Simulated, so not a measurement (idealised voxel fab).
Process module under the name voxel trench capacitor
Section cut is 220 nm wide and gridded with 5 nm square cells.
Cross-section = grid of square cells, listed top down in bands; band = one or more rows.
Heads up on the band format: heights come first, top then bottom, in nm. After that it's the materials left to right, each with its width in nm. A single material flagged "throughout" fills the whole band edge to edge, and "air" means there's empty space there.
Height is counted from the level 0, under which the received wafer is composed throughout of one material. The lowest of the bands is not closed at the bottom but continues downward, in the notation "0 and below".
Width "30..40": first value at the band's top row of cells, second value at its bottom row, equal change from row to row.
No cell of the cross-section changed in a step that is given as "same as before".
Listed in "Closed empty spaces": every empty space of 8 or more cells without an open way to the top. Form: width x height at distance, the distance being from the left edge, all in nm.
Whatever follows a step's settings on its line is a remark the simulator itself makes about that step.
If you see "overlay nm" on a step's line and that step has a mask, it's telling you how far right of where it was planned the mask ended up; a negative number means it went left instead.

## Planned step list for the process
step 1: RECEIVE (material Si)
step 2: CONFORMAL_DEP (material SiN; thk nm 5)
step 3: DIRECTIONAL_DEP (material aC; thk nm 10)
step 4: PATTERN (tone open; mask id TRENCH; material resist; width nm 15; pitch nm 40; thk nm 25; overlay nm 0)
step 5: DIRECTIONAL_ETCH (etch materials aC; depth nm 10)
step 6: STRIP (etch materials resist)
step 7: DIRECTIONAL_ETCH (etch materials SiN; depth nm 5)
step 8: DIRECTIONAL_ETCH (etch materials Si; depth nm 25)
step 9: STRIP (etch materials aC)
step 10: CONFORMAL_DEP (material SiO2; thk nm 5)
step 11: FILL_DEP (material polySi; thk nm 5)
step 12: CMP (height nm 5)
varied across the wafers: width nm of step 4. The plan shows the first wafer's value. All wafers start alike

## As received, i.e. after step 1: cross-section through the first of several wafers
0 and below: Si throughout
Closed empty spaces: none

## Module end state after final step 12: cross-section of the first of several wafers
5 down to 0: 40 SiN | 5 SiO2 | 5 polySi | 5 SiO2 | 25 SiN | 5 SiO2 | 5 polySi | 5 SiO2 | 25 SiN | 5 SiO2 | 5 polySi | 5 SiO2 | 25 SiN | 5 SiO2 | 5 polySi | 5 SiO2 | 45 SiN
0 down to -20: 40 Si | 5 SiO2 | 5 polySi | 5 SiO2 | 25 Si | 5 SiO2 | 5 polySi | 5 SiO2 | 25 Si | 5 SiO2 | 5 polySi | 5 SiO2 | 25 Si | 5 SiO2 | 5 polySi | 5 SiO2 | 45 Si
-20 down to -25: 40 Si | 15 SiO2 | 25 Si | 15 SiO2 | 25 Si | 15 SiO2 | 25 Si | 15 SiO2 | 45 Si
-25 and below: Si throughout
Closed empty spaces: none

## At the end of the module, the last of several wafers in cross-section
5 down to 0: 35 SiN | 5 SiO2 | 15 polySi | 5 SiO2 | 15 SiN | 5 SiO2 | 15 polySi | 5 SiO2 | 15 SiN | 5 SiO2 | 15 polySi | 5 SiO2 | 15 SiN | 5 SiO2 | 15 polySi | 5 SiO2 | 40 SiN
0 down to -20: 35 Si | 5 SiO2 | 15 polySi | 5 SiO2 | 15 Si | 5 SiO2 | 15 polySi | 5 SiO2 | 15 Si | 5 SiO2 | 15 polySi | 5 SiO2 | 15 Si | 5 SiO2 | 15 polySi | 5 SiO2 | 40 Si
-20 down to -25: 35 Si | 25 SiO2 | 15 Si | 25 SiO2 | 15 Si | 25 SiO2 | 15 Si | 25 SiO2 | 40 Si
-25 and below: Si throughout
Closed empty spaces: none

## Here is how to read the rows: every wafer has a row, and it shows the wafer at the end of the module, giving for each material how many cells were gained (+) or lost (-) since the wafer was received, then listing its closed voids
width nm 15 | -60 Si | +32 SiN | +52 SiO2 | +20 polySi | Closed empty spaces: none
width nm 20 | -80 Si | +28 SiN | +56 SiO2 | +40 polySi | Closed empty spaces: none
width nm 25 | -100 Si | +24 SiN | +60 SiO2 | +60 polySi | Closed empty spaces: none
